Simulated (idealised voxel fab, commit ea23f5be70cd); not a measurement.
Process module under the name voxel released beams
Section shown: cut. Width: 280 nm. Cell size: 5 nm, square.
This document writes a cross-section as a grid whose cells are square, and gives it as bands, listed from the top down; one or more rows of cells form a band.
First you get the band's top height and its bottom height, in nm, and then the materials it's made of, left to right, with each width in nm. If you see a single material with "everywhere", that one covers the band edge to edge. "blank" is empty space.
Zero point of the height axis is 0; under it, received wafer = one material. Lowest band: continues down indefinitely, "from 0 down".
The two numbers in a width such as "30 to 40" mark its ends across the band: the first belongs to the top row of cells, the second to the bottom row, and from each row to the next the width moves by the same amount.
Basically "same as before" means that step didn't change any cell in the cross-section.
"Enclosed void listing" lists enclosed empty spaces (at least 8 cells, no open path upward to the top), each as width x height at distance from the left edge, in nm.
after a step's settings: what the simulator itself notes on the step
Steps that use a mask can have "overlay nm" on their line. It says how far the mask sat to the right of where it was meant to be. Negative means to the left.
The process steps that were planned are listed below
1 op RECEIVE | material Si
2 op CONFORMAL_DEP | material SiN | thk nm 10
3 op DIRECTIONAL_DEP | material SiO2 | thk nm 15
4 op MASKED_ETCH | tone open | mask id ANCHOR | width nm 40 | etch materials SiO2 | depth nm 15 | overlay nm 0
5 op CONFORMAL_DEP | material W | thk nm 15
6 op DIRECTIONAL_DEP | material aC | thk nm 10
7 op PATTERN | tone cover | mask id BEAM | material resist | width nm 120 | thk nm 25 | overlay nm 0
8 op DIRECTIONAL_ETCH | etch materials aC | depth nm 10
9 op STRIP | etch materials resist
10 op DIRECTIONAL_ETCH | etch materials W | depth nm 15
11 op STRIP | etch materials aC
12 op STRIP | etch materials SiO2
Cross-sectional view of the wafer in its as-received condition, corresponding to the state after step 1
from 0 down | Si everywhere
Enclosed void listing: none
Wafer cross-section at module end: first of two, run to plan
from 40 to 25 | blank 75 / W 20 / blank 10 / W 90 / blank 85
from 25 to 10 | blank 80 / W 40 / blank 160
from 10 to 0 | SiN everywhere
from 0 down | Si everywhere
Enclosed void listing: none
Wafer two (of two), end-of-module cross-section: start = wafer one, plan = wafer one, one run mistake
from 55 to 40 | blank 75 / W 120 / blank 85
from 40 to 25 | W everywhere
from 25 to 10 | SiO2 80 / W 40 / SiO2 160
from 10 to 0 | SiN everywhere
from 0 down | Si everywhere
Enclosed void listing: none
Here's what went sideways: step 5 in the plan was executed twice
It is noted that, at the conclusion of processing, the second wafer exhibits a higher or lower cell count for certain materials relative to the first: 144 more of SiO2 | 174 more of W
